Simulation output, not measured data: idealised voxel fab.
The following is a process module called voxel air gaps.
FYI the section here is cut, 195 nm wide, cells are 5 nm squares.
A cross-section in this document is a grid of square cells, and it is written down as bands, the top band listed before the ones below it; a band is made up of one or more rows of cells.
In this notation a band is specified by the heights of its top and bottom, in that order and in nm, after which its materials appear from left to right, each paired with its width in nm. The word "all across" attached to a single material means that material fills the band from edge to edge; the word "blank" stands for empty space.
Measure heights from 0. That's the level where, below it, the as-received wafer is all one material. The lowest band is bottomless and extends downward; write it as in "top 0, no bottom".
Width: "30->40" (first number = top row, second number = bottom row, same change from row to row of cells).
For the purposes of this document, the phrase "stayed the same" attached to a step denotes that no cell within the cross-section was modified by that step.
Empty spaces counting at least 8 cells and having no open way to the top are listed in "Enclosed void entries". The notation width x height at distance is used for each, the distance being from the left edge and all three values in nm.
Read whatever lies past the settings on a step's line as the simulator's own remark about the step.
The setting "overlay nm" may be written on the line of a step. When the step uses a mask, the value reports how far to the right of the planned place the mask lay, and a negative value reports that it lay to the left.

Listed below are the process steps as planned:
1) RECEIVE (material Si)
2) CONFORMAL_DEP (material SiO2; thk nm 15)
3) CONFORMAL_DEP (material SiN; thk nm 5)
4) DIRECTIONAL_DEP (material SiO2; thk nm 40)
5) DIRECTIONAL_DEP (material aC; thk nm 15)
6) PATTERN (tone open; mask id LINES; material resist; width nm 15; pitch nm 45; thk nm 35; overlay nm 0)
7) DIRECTIONAL_ETCH (etch materials aC; depth nm 15)
8) STRIP (etch materials resist)
9) DIRECTIONAL_ETCH (etch materials SiO2; depth nm 40)
10) STRIP (etch materials aC)
11) CONFORMAL_DEP (material TiN; thk nm 5)
12) FILL_DEP (material W; thk nm 5)
13) CMP (height nm 60)
14) EPI (material Ru; thk nm 10)
15) SELECTIVE_ETCH (etch materials SiO2; depth nm 50)
16) CONFORMAL_DEP (material SiN; thk nm 5)

Wafer as received: cross-section following step 1:
top 0, no bottom = Si all across
Enclosed void entries: none

End-of-module cross-section of the first of two wafers, processed as planned:
top 75, bottom 70 = blank=30, then SiN=135, then blank=30
top 70, bottom 60 = blank=30, then SiN=5, then Ru=35, then SiN=10, then Ru=35, then SiN=10, then Ru=35, then SiN=5, then blank=30
top 60, bottom 55 = blank=30, then SiN=15, then TiN=5, then W=5, then TiN=5, then SiN=30, then TiN=5, then W=5, then TiN=5, then SiN=30, then TiN=5, then W=5, then TiN=5, then SiN=15, then blank=30
top 55, bottom 25 = blank=40, then SiN=5, then TiN=5, then W=5, then TiN=5, then SiN=5, then blank=20, then SiN=5, then TiN=5, then W=5, then TiN=5, then SiN=5, then blank=20, then SiN=5, then TiN=5, then W=5, then TiN=5, then SiN=5, then blank=40
top 25, bottom 20 = SiN=45, then TiN=15, then SiN=30, then TiN=15, then SiN=30, then TiN=15, then SiN=45
top 20, bottom 15 = SiN all across
top 15, bottom 0 = SiO2 all across
top 0, no bottom = Si all across
Enclosed void entries: 20 x 30 at 65; 20 x 30 at 110

Module end: cross-section of wafer two of two. Same start and process plan as the first wafer. One mistake during execution:
top 75, bottom 70 = blank=30, then SiN=135, then blank=30
top 70, bottom 60 = blank=30, then SiN=5, then Ru=35, then SiN=10, then Ru=35, then SiN=10, then Ru=35, then SiN=5, then blank=30
top 60, bottom 55 = blank=30, then SiN=15, then TiN=5, then aC=5, then TiN=5, then SiN=30, then TiN=5, then aC=5, then TiN=5, then SiN=30, then TiN=5, then aC=5, then TiN=5, then SiN=15, then blank=30
top 55, bottom 25 = blank=40, then SiN=5, then TiN=5, then aC=5, then TiN=5, then SiN=5, then blank=20, then SiN=5, then TiN=5, then aC=5, then TiN=5, then SiN=5, then blank=20, then SiN=5, then TiN=5, then aC=5, then TiN=5, then SiN=5, then blank=40
top 25, bottom 20 = SiN=45, then TiN=15, then SiN=30, then TiN=15, then SiN=30, then TiN=15, then SiN=45
top 20, bottom 15 = SiN all across
top 15, bottom 0 = SiO2 all across
top 0, no bottom = Si all across
Enclosed void entries: 20 x 30 at 65; 20 x 30 at 110
Heads up, the wafer didn't run the way we planned it: step 12 off recipe, ran as FILL_DEP (material aC; thk nm 5)
Final cells, second wafer relative to first, materials higher or lower: -21 W | +21 aC
